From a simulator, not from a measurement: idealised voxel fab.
process module | voxel self aligned vias
cross-section cut | 280 nm wide | cells 5 nm
A cross-section is a grid of square cells, given in bands from the top down. A band is one or more rows of cells.
Each band's line starts with the height of the band's top and of its bottom, in nm. Then come its materials from left to right, each with its width in nm. One material with "throughout" fills the band from edge to edge. "air" is empty space.
Height 0 is the level under which the wafer as received is all one material. The lowest band goes on downwards, as in "0 down".
A width such as "30 to 40" changes by the same amount from each row of cells to the next, from the band's top row to its bottom row.
"no change" after a step means that no cell of the cross-section changed.
closed voids: empty space of 8 cells or more with no open way to the top, each as width x height at its distance from the left edge, in nm
after a step's settings: what the simulator itself notes on the step
overlay nm, on a step with a mask: how far to the right of its planned place the mask lay; to the left if negative
plan
1 op RECEIVE | material Si
2 op CONFORMAL_DEP | material SiO2 | thk nm 10
3 op CONFORMAL_DEP | material SiCN | thk nm 5
4 op DIRECTIONAL_DEP | material lowk | thk nm 20
5 op MASKED_ETCH | tone open | mask id LINES | width nm 20 | pitch nm 65 | etch materials lowk | depth nm 20 | overlay nm 0
6 op CONFORMAL_DEP | material TiN | thk nm 5
7 op FILL_DEP | material W | thk nm 10
8 op CMP | height nm 35
9 op SELECTIVE_ETCH | etch materials W Ru TiN | depth nm 5
10 op FILL_DEP | material SiN | thk nm 10
11 op CMP | height nm 35
12 op DIRECTIONAL_DEP | material lowk | thk nm 20
13 op PATTERN | tone open | mask id VIAS | material resist | width nm 40 | thk nm 15 | overlay nm 0
14 op DIRECTIONAL_ETCH | etch materials lowk | depth nm 20
15 op DIRECTIONAL_ETCH | etch materials SiN | depth nm 5
16 op STRIP | etch materials resist
17 op CONFORMAL_DEP | material TiN | thk nm 5
18 op FILL_DEP | material Ru | thk nm 5
19 op CMP | height nm 55
20 op CONFORMAL_DEP | material SiN | thk nm 5
first wafer, as planned
as received, after step 1
  0 down: Si throughout
  closed voids: none
after step 2
  10 to 0: SiO2 throughout
  below 0: unchanged
after step 3
  15 to 10: SiCN throughout
  below 10: unchanged
after step 4
  35 to 15: lowk throughout
  below 15: unchanged
after step 5
  35 to 15: lowk 95 | air 20 | lowk 45 | air 20 | lowk 100
  below 15: unchanged
after step 6
  40 to 35: TiN 100 | air 10 | TiN 55 | air 10 | TiN 105
  35 to 20: lowk 95 | TiN 5 | air 10 | TiN 5 | lowk 45 | TiN 5 | air 10 | TiN 5 | lowk 100
  20 to 15: lowk 95 | TiN 20 | lowk 45 | TiN 20 | lowk 100
  below 15: unchanged
after step 7
  50 to 40: W throughout
  40 to 35: TiN 100 | W 10 | TiN 55 | W 10 | TiN 105
  35 to 20: lowk 95 | TiN 5 | W 10 | TiN 5 | lowk 45 | TiN 5 | W 10 | TiN 5 | lowk 100
  below 20: unchanged
after step 8
  35 to 20: lowk 95 | TiN 5 | W 10 | TiN 5 | lowk 45 | TiN 5 | W 10 | TiN 5 | lowk 100
  below 20: unchanged
after step 9
  35 to 30: lowk 95 | air 20 | lowk 45 | air 20 | lowk 100
  below 30: unchanged
after step 10
  45 to 35: SiN throughout
  35 to 30: lowk 95 | SiN 20 | lowk 45 | SiN 20 | lowk 100
  below 30: unchanged
after step 11
  35 to 30: lowk 95 | SiN 20 | lowk 45 | SiN 20 | lowk 100
  below 30: unchanged
after step 12
  55 to 35: lowk throughout
  below 35: unchanged
after step 13
  70 to 55: resist 85 | air 40 | resist 155
  below 55: unchanged
after step 14
  70 to 55: resist 85 | air 40 | resist 155
  55 to 35: lowk 85 | air 40 | lowk 155
  below 35: unchanged
after step 15
  70 to 55: resist 85 | air 40 | resist 155
  55 to 35: lowk 85 | air 40 | lowk 155
  35 to 30: lowk 95 | air 20 | lowk 45 | SiN 20 | lowk 100
  below 30: unchanged
after step 16
  55 to 35: lowk 85 | air 40 | lowk 155
  below 35: unchanged
after step 17
  60 to 55: TiN 90 | air 30 | TiN 160
  55 to 40: lowk 85 | TiN 5 | air 30 | TiN 5 | lowk 155
  40 to 35: lowk 85 | TiN 15 | air 10 | TiN 15 | lowk 155
  35 to 30: lowk 95 | TiN 20 | lowk 45 | SiN 20 | lowk 100
  below 30: unchanged
after step 18
  65 to 60: Ru throughout
  60 to 55: TiN 90 | Ru 30 | TiN 160
  55 to 40: lowk 85 | TiN 5 | Ru 30 | TiN 5 | lowk 155
  40 to 35: lowk 85 | TiN 15 | Ru 10 | TiN 15 | lowk 155
  below 35: unchanged
after step 19
  55 to 40: lowk 85 | TiN 5 | Ru 30 | TiN 5 | lowk 155
  below 40: unchanged
after step 20
  60 to 55: SiN throughout
  below 55: unchanged
second wafer: like start, like plan, one mistake. Through step 12 it matches the first wafer
when step 13 should have ended
  70 to 55: resist 95 | air 40 | resist 145
  below 55: unchanged
when step 14 should have ended
  70 to 55: resist 95 | air 40 | resist 145
  55 to 35: lowk 95 | air 40 | lowk 145
  below 35: unchanged
when step 15 should have ended
  70 to 55: resist 95 | air 40 | resist 145
  55 to 35: lowk 95 | air 40 | lowk 145
  35 to 30: lowk 95 | air 20 | lowk 45 | SiN 20 | lowk 100
  below 30: unchanged
when step 16 should have ended
  55 to 35: lowk 95 | air 40 | lowk 145
  below 35: unchanged
when step 17 should have ended
  60 to 55: TiN 100 | air 30 | TiN 150
  55 to 40: lowk 95 | TiN 5 | air 30 | TiN 5 | lowk 145
  40 to 35: lowk 95 | TiN 5 | air 10 | TiN 25 | lowk 145
  35 to 30: lowk 95 | TiN 20 | lowk 45 | SiN 20 | lowk 100
  below 30: unchanged
when step 18 should have ended
  65 to 60: Ru throughout
  60 to 55: TiN 100 | Ru 30 | TiN 150
  55 to 40: lowk 95 | TiN 5 | Ru 30 | TiN 5 | lowk 145
  40 to 35: lowk 95 | TiN 5 | Ru 10 | TiN 25 | lowk 145
  below 35: unchanged
when step 19 should have ended
  55 to 40: lowk 95 | TiN 5 | Ru 30 | TiN 5 | lowk 145
  below 40: unchanged
when step 20 should have ended
  60 to 55: SiN throughout
  below 55: unchanged
what went wrong: step 13 ran as: op PATTERN | tone open | mask id VIAS | material resist | width nm 40 | thk nm 15 | overlay nm 10
at the end the second wafer has, in cells: as many of each material as the first, in other places
